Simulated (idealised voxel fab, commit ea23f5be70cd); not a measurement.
Process module name: voxel tone inversion
Each square cell in cross-section cut measures 5 nm, and the section as a whole is 300 nm wide.
Just so we're on the same page, the cross-sections are grids of square cells, and they're listed out in bands top to bottom, each band one or more rows deep.
Basically the band line says how high the top is and how high the bottom is, in nm, and then what's in it from left to right, every material with its width in nm. Empty space shows up as "air", and if a single material carries "full width" it runs the full band edge to edge.
Heights from 0 (as-received wafer is one material below). Bottom band endless downward, as "0 and below".
A width such as "30->40" changes by the same amount from each row of cells to the next, from the band's top row to its bottom row.
Where a step carries "no change", the cross-section came out of it unchanged, cell for cell.
The entry "Closed empty spaces" lists the empty spaces that cover at least 8 cells and have no open path to the top. Each is written as width x height at distance, where the distance is measured from the left edge and all three values are in nm.
Whatever follows a step's settings on its line is a remark the simulator itself makes about that step.
A step line may carry the setting "overlay nm", which, for steps involving a mask, states the distance by which the mask lay to the right of its intended position; negative values denote displacement to the left.

### Process steps - plan
| 1 | RECEIVE with material Si |
| 2 | CONFORMAL_DEP with material SiN, thk nm 5 |
| 3 | DIRECTIONAL_DEP with material polySi, thk nm 15 |
| 4 | PATTERN with tone cover, mask id POSTS, material resist, width nm 15, pitch nm 40, thk nm 20, overlay nm 0 |
| 5 | DIRECTIONAL_ETCH with etch materials polySi, depth nm 15 |
| 6 | STRIP with etch materials resist |
| 7 | FILL_DEP with material SiO2, thk nm 10 |
| 8 | CMP with height nm 20 |
| 9 | STRIP with etch materials polySi |
| 10 | CONFORMAL_DEP with material TiN, thk nm 5 |
| 11 | FILL_DEP with material Ru, thk nm 10 |
| 12 | CMP with height nm 20 |
| 13 | CONFORMAL_DEP with material SiN, thk nm 5 |

### The following pertains to the first of two wafers, which was processed as planned

### Shown in cross-section is the wafer as received, that is, as it stands after step 1
* 0 and below | Si full width
* Closed empty spaces: none

### You're looking at a cross-section of the wafer after step 2
* 5 down to 0 | SiN full width
* For the remainder of the cross-section, below 0, there is no change.

### You're looking at a cross-section of the wafer after step 3
* 20 down to 5 | polySi full width
* For the remainder of the cross-section, below 5, there is no change.

### You're looking at a cross-section of the wafer after step 4
* 40 down to 20 | air=100  resist=15  air=25  resist=15  air=25  resist=15  air=105
* For the remainder of the cross-section, below 20, there is no change.

### You're looking at a cross-section of the wafer after step 5
* 40 down to 20 | air=100  resist=15  air=25  resist=15  air=25  resist=15  air=105
* 20 down to 5 | air=100  polySi=15  air=25  polySi=15  air=25  polySi=15  air=105
* For the remainder of the cross-section, below 5, there is no change.

### You're looking at a cross-section of the wafer after step 6
* 20 down to 5 | air=100  polySi=15  air=25  polySi=15  air=25  polySi=15  air=105
* For the remainder of the cross-section, below 5, there is no change.

### You're looking at a cross-section of the wafer after step 7
* 30 down to 20 | SiO2 full width
* 20 down to 5 | SiO2=100  polySi=15  SiO2=25  polySi=15  SiO2=25  polySi=15  SiO2=105
* For the remainder of the cross-section, below 5, there is no change.

### You're looking at a cross-section of the wafer after step 8
* 20 down to 5 | SiO2=100  polySi=15  SiO2=25  polySi=15  SiO2=25  polySi=15  SiO2=105
* For the remainder of the cross-section, below 5, there is no change.

### You're looking at a cross-section of the wafer after step 9
* 20 down to 5 | SiO2=100  air=15  SiO2=25  air=15  SiO2=25  air=15  SiO2=105
* For the remainder of the cross-section, below 5, there is no change.

### You're looking at a cross-section of the wafer after step 10
* 25 down to 20 | TiN=105  air=5  TiN=35  air=5  TiN=35  air=5  TiN=110
* 20 down to 10 | SiO2=100  TiN=5  air=5  TiN=5  SiO2=25  TiN=5  air=5  TiN=5  SiO2=25  TiN=5  air=5  TiN=5  SiO2=105
* 10 down to 5 | SiO2=100  TiN=15  SiO2=25  TiN=15  SiO2=25  TiN=15  SiO2=105
* For the remainder of the cross-section, below 5, there is no change.

### You're looking at a cross-section of the wafer after step 11
* 35 down to 25 | Ru full width
* 25 down to 20 | TiN=105  Ru=5  TiN=35  Ru=5  TiN=35  Ru=5  TiN=110
* 20 down to 10 | SiO2=100  TiN=5  Ru=5  TiN=5  SiO2=25  TiN=5  Ru=5  TiN=5  SiO2=25  TiN=5  Ru=5  TiN=5  SiO2=105
* For the remainder of the cross-section, below 10, there is no change.

### You're looking at a cross-section of the wafer after step 12
* 20 down to 10 | SiO2=100  TiN=5  Ru=5  TiN=5  SiO2=25  TiN=5  Ru=5  TiN=5  SiO2=25  TiN=5  Ru=5  TiN=5  SiO2=105
* For the remainder of the cross-section, below 10, there is no change.

### You're looking at a cross-section of the wafer after step 13
* 25 down to 20 | SiN full width
* For the remainder of the cross-section, below 20, there is no change.

### What follows concerns the second wafer, which started out like the first and was meant to follow the very same plan; one mistake crept in when it was run, but everything up to and including step 1 is the same as for the first wafer

Planned end of step 2: second wafer, cross-section: no change

### Planned end of step 3: second wafer, cross-section
* 15 down to 0 | polySi full width
* For the remainder of the cross-section, below 0, there is no change.

### Planned end of step 4: second wafer, cross-section
* 35 down to 15 | air=100  resist=15  air=25  resist=15  air=25  resist=15  air=105
* For the remainder of the cross-section, below 15, there is no change.

### Planned end of step 5: second wafer, cross-section
* 35 down to 15 | air=100  resist=15  air=25  resist=15  air=25  resist=15  air=105
* 15 down to 0 | air=100  polySi=15  air=25  polySi=15  air=25  polySi=15  air=105
* For the remainder of the cross-section, below 0, there is no change.

### Planned end of step 6: second wafer, cross-section
* 15 down to 0 | air=100  polySi=15  air=25  polySi=15  air=25  polySi=15  air=105
* For the remainder of the cross-section, below 0, there is no change.

### Planned end of step 7: second wafer, cross-section
* 25 down to 15 | SiO2 full width
* 15 down to 0 | SiO2=100  polySi=15  SiO2=25  polySi=15  SiO2=25  polySi=15  SiO2=105
* For the remainder of the cross-section, below 0, there is no change.

### Planned end of step 8: second wafer, cross-section
* 20 down to 15 | SiO2 full width
* For the remainder of the cross-section, below 15, there is no change.

Planned end of step 9: second wafer, cross-section: no change

### Planned end of step 10: second wafer, cross-section
* 25 down to 20 | TiN full width
* For the remainder of the cross-section, below 20, there is no change.

### Planned end of step 11: second wafer, cross-section
* 35 down to 25 | Ru full width
* For the remainder of the cross-section, below 25, there is no change.

### Planned end of step 12: second wafer, cross-section
* 20 down to 15 | SiO2 full width
* For the remainder of the cross-section, below 15, there is no change.

### Planned end of step 13: second wafer, cross-section
* 25 down to 20 | SiN full width
* For the remainder of the cross-section, below 20, there is no change.
Processing error: plan step 2: skipped, not run
Final wafer comparison in cells, second versus first, more or fewer per material: Ru: 6 fewer; SiN: 60 fewer; SiO2: 60 more; TiN: 21 fewer; polySi: 27 more
